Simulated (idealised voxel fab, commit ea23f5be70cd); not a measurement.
Title: Process Module voxel self aligned vias
200 nm wide, 5 nm square cells: that's cross-section cut.
This document writes a cross-section as a grid whose cells are square, and gives it as bands, listed from the top down; one or more rows of cells form a band.
Heads up on the band format: heights come first, top then bottom, in nm. After that it's the materials left to right, each with its width in nm. A single material flagged "everywhere" fills the whole band edge to edge, and "empty" means there's empty space there.
For the purposes of this specification, 0 denotes the height below which the wafer in its as-received condition is composed wholly of one material, and the lowermost band, lacking a lower limit, extends downward without end, as expressed in "0..down".
Per-row width for "30..40": begins at first number (top row of band), ends at second number (bottom row), increment between rows held constant.
Where the words "same as before" appear for a step, the cross-section shows no cell changed by that step; every cell remained as before.
Heads up: "Encapsulated voids" only lists the empty pockets with no open path to the top that are 8 cells or more, and it writes them as width x height at distance, distance from the left edge, in nm.
Post-settings text on a step line: simulator's own remark regarding the step.
If you see "overlay nm" on a step's line and that step has a mask, it's telling you how far right of where it was planned the mask ended up; a negative number means it went left instead.

Listed below are the process steps as planned
step 1: RECEIVE | material Si
step 2: CONFORMAL_DEP | material SiO2 | thk nm 15
step 3: CONFORMAL_DEP | material SiCN | thk nm 5
step 4: DIRECTIONAL_DEP | material lowk | thk nm 20
step 5: PATTERN | tone open | mask id LINES | material resist | width nm 20 | pitch nm 45 | thk nm 20 | overlay nm 0
step 6: DIRECTIONAL_ETCH | etch materials lowk | depth nm 20
step 7: STRIP | etch materials resist
step 8: CONFORMAL_DEP | material TiN | thk nm 5
step 9: FILL_DEP | material Ru | thk nm 10
step 10: CMP | height nm 40
step 11: SELECTIVE_ETCH | etch materials W Ru TiN | depth nm 10
step 12: FILL_DEP | material SiN | thk nm 10
step 13: CMP | height nm 40
step 14: DIRECTIONAL_DEP | material lowk | thk nm 15
step 15: MASKED_ETCH | tone open | mask id VIAS | width nm 30 | pitch nm 90 | etch materials lowk | depth nm 15 | overlay nm 0
step 16: MASKED_ETCH | tone open | mask id VIAS | width nm 30 | pitch nm 90 | etch materials SiN | depth nm 10 | overlay nm 0
step 17: CONFORMAL_DEP | material TiN | thk nm 5
step 18: FILL_DEP | material Ru | thk nm 5
step 19: CMP | height nm 55
step 20: CONFORMAL_DEP | material SiN | thk nm 5

First of two wafers: run as planned

Shown in cross-section is the wafer as received, that is, as it stands after step 1
> 0..down  Si everywhere
> Encapsulated voids: none

Cross-section: wafer state after step 2
> 15..0  SiO2 everywhere
> Everything under 0 stays put, no change at all.

Cross-section: wafer state after step 3
> 20..15  SiCN everywhere
> Everything under 15 stays put, no change at all.

Cross-section: wafer state after step 4
> 40..20  lowk everywhere
> Everything under 20 stays put, no change at all.

Cross-section: wafer state after step 5
> 60..40  resist 45 | empty 20 | resist 25 | empty 20 | resist 25 | empty 20 | resist 45
> Everything under 40 stays put, no change at all.

Cross-section: wafer state after step 6
> 60..40  resist 45 | empty 20 | resist 25 | empty 20 | resist 25 | empty 20 | resist 45
> 40..20  lowk 45 | empty 20 | lowk 25 | empty 20 | lowk 25 | empty 20 | lowk 45
> Everything under 20 stays put, no change at all.

Cross-section: wafer state after step 7
> 40..20  lowk 45 | empty 20 | lowk 25 | empty 20 | lowk 25 | empty 20 | lowk 45
> Everything under 20 stays put, no change at all.

Cross-section: wafer state after step 8
> 45..40  TiN 50 | empty 10 | TiN 35 | empty 10 | TiN 35 | empty 10 | TiN 50
> 40..25  lowk 45 | TiN 5 | empty 10 | TiN 5 | lowk 25 | TiN 5 | empty 10 | TiN 5 | lowk 25 | TiN 5 | empty 10 | TiN 5 | lowk 45
> 25..20  lowk 45 | TiN 20 | lowk 25 | TiN 20 | lowk 25 | TiN 20 | lowk 45
> Everything under 20 stays put, no change at all.

Cross-section: wafer state after step 9
> 55..45  Ru everywhere
> 45..40  TiN 50 | Ru 10 | TiN 35 | Ru 10 | TiN 35 | Ru 10 | TiN 50
> 40..25  lowk 45 | TiN 5 | Ru 10 | TiN 5 | lowk 25 | TiN 5 | Ru 10 | TiN 5 | lowk 25 | TiN 5 | Ru 10 | TiN 5 | lowk 45
> Everything under 25 stays put, no change at all.

Cross-section: wafer state after step 10
> 40..25  lowk 45 | TiN 5 | Ru 10 | TiN 5 | lowk 25 | TiN 5 | Ru 10 | TiN 5 | lowk 25 | TiN 5 | Ru 10 | TiN 5 | lowk 45
> Everything under 25 stays put, no change at all.

Cross-section: wafer state after step 11
> 40..30  lowk 45 | empty 20 | lowk 25 | empty 20 | lowk 25 | empty 20 | lowk 45
> Everything under 30 stays put, no change at all.

Cross-section: wafer state after step 12
> 50..40  SiN everywhere
> 40..30  lowk 45 | SiN 20 | lowk 25 | SiN 20 | lowk 25 | SiN 20 | lowk 45
> Everything under 30 stays put, no change at all.

Cross-section: wafer state after step 13
> 40..30  lowk 45 | SiN 20 | lowk 25 | SiN 20 | lowk 25 | SiN 20 | lowk 45
> Everything under 30 stays put, no change at all.

Cross-section: wafer state after step 14
> 55..40  lowk everywhere
> Everything under 40 stays put, no change at all.

Cross-section: wafer state after step 15
> 55..40  lowk 40 | empty 30 | lowk 60 | empty 30 | lowk 40
> Everything under 40 stays put, no change at all.

Cross-section: wafer state after step 16
> 55..40  lowk 40 | empty 30 | lowk 60 | empty 30 | lowk 40
> 40..30  lowk 45 | empty 20 | lowk 25 | SiN 20 | lowk 25 | empty 20 | lowk 45
> Everything under 30 stays put, no change at all.

Cross-section: wafer state after step 17
> 60..55  TiN 45 | empty 20 | TiN 70 | empty 20 | TiN 45
> 55..45  lowk 40 | TiN 5 | empty 20 | TiN 5 | lowk 60 | TiN 5 | empty 20 | TiN 5 | lowk 40
> 45..40  lowk 40 | TiN 10 | empty 10 | TiN 10 | lowk 60 | TiN 10 | empty 10 | TiN 10 | lowk 40
> 40..35  lowk 45 | TiN 5 | empty 10 | TiN 5 | lowk 25 | SiN 20 | lowk 25 | TiN 5 | empty 10 | TiN 5 | lowk 45
> 35..30  lowk 45 | TiN 20 | lowk 25 | SiN 20 | lowk 25 | TiN 20 | lowk 45
> Everything under 30 stays put, no change at all.

Cross-section: wafer state after step 18
> 65..60  Ru everywhere
> 60..55  TiN 45 | Ru 20 | TiN 70 | Ru 20 | TiN 45
> 55..45  lowk 40 | TiN 5 | Ru 20 | TiN 5 | lowk 60 | TiN 5 | Ru 20 | TiN 5 | lowk 40
> 45..40  lowk 40 | TiN 10 | Ru 10 | TiN 10 | lowk 60 | TiN 10 | Ru 10 | TiN 10 | lowk 40
> 40..35  lowk 45 | TiN 5 | Ru 10 | TiN 5 | lowk 25 | SiN 20 | lowk 25 | TiN 5 | Ru 10 | TiN 5 | lowk 45
> Everything under 35 stays put, no change at all.

Cross-section: wafer state after step 19
> 55..45  lowk 40 | TiN 5 | Ru 20 | TiN 5 | lowk 60 | TiN 5 | Ru 20 | TiN 5 | lowk 40
> Everything under 45 stays put, no change at all.

Cross-section: wafer state after step 20
> 60..55  SiN everywhere
> Everything under 55 stays put, no change at all.

The second wafer: identical to the first at the outset and in its planned sequence, differing only in that one mistake was made during processing; up to and including step 11, its path is the first wafer's path

When step 12 should have ended
> 50..30  lowk everywhere
> Everything under 30 stays put, no change at all.

When step 13 should have ended
> 40..30  lowk everywhere
> Everything under 30 stays put, no change at all.

When step 14 should have ended
> 55..30  lowk everywhere
> Everything under 30 stays put, no change at all.

When step 15 should have ended
> 55..40  lowk 40 | empty 30 | lowk 60 | empty 30 | lowk 40
> Everything under 40 stays put, no change at all.

when step 16 should have ended: same as before

When step 17 should have ended
> 60..55  TiN 45 | empty 20 | TiN 70 | empty 20 | TiN 45
> 55..45  lowk 40 | TiN 5 | empty 20 | TiN 5 | lowk 60 | TiN 5 | empty 20 | TiN 5 | lowk 40
> 45..40  lowk 40 | TiN 30 | lowk 60 | TiN 30 | lowk 40
> Everything under 40 stays put, no change at all.

When step 18 should have ended
> 65..60  Ru everywhere
> 60..55  TiN 45 | Ru 20 | TiN 70 | Ru 20 | TiN 45
> 55..45  lowk 40 | TiN 5 | Ru 20 | TiN 5 | lowk 60 | TiN 5 | Ru 20 | TiN 5 | lowk 40
> Everything under 45 stays put, no change at all.

When step 19 should have ended
> 55..45  lowk 40 | TiN 5 | Ru 20 | TiN 5 | lowk 60 | TiN 5 | Ru 20 | TiN 5 | lowk 40
> Everything under 45 stays put, no change at all.

When step 20 should have ended
> 60..55  SiN everywhere
> Everything under 55 stays put, no change at all.
The plan and the run diverged here: it should be noted that step 12 was executed with settings other than those planned, the operation and settings actually applied being FILL_DEP | material lowk | thk nm 10
The second wafer ends with more or fewer cells of some materials than the first, per final count: Ru: 8 fewer, SiN: 8 fewer, TiN: 8 fewer, lowk: 24 more
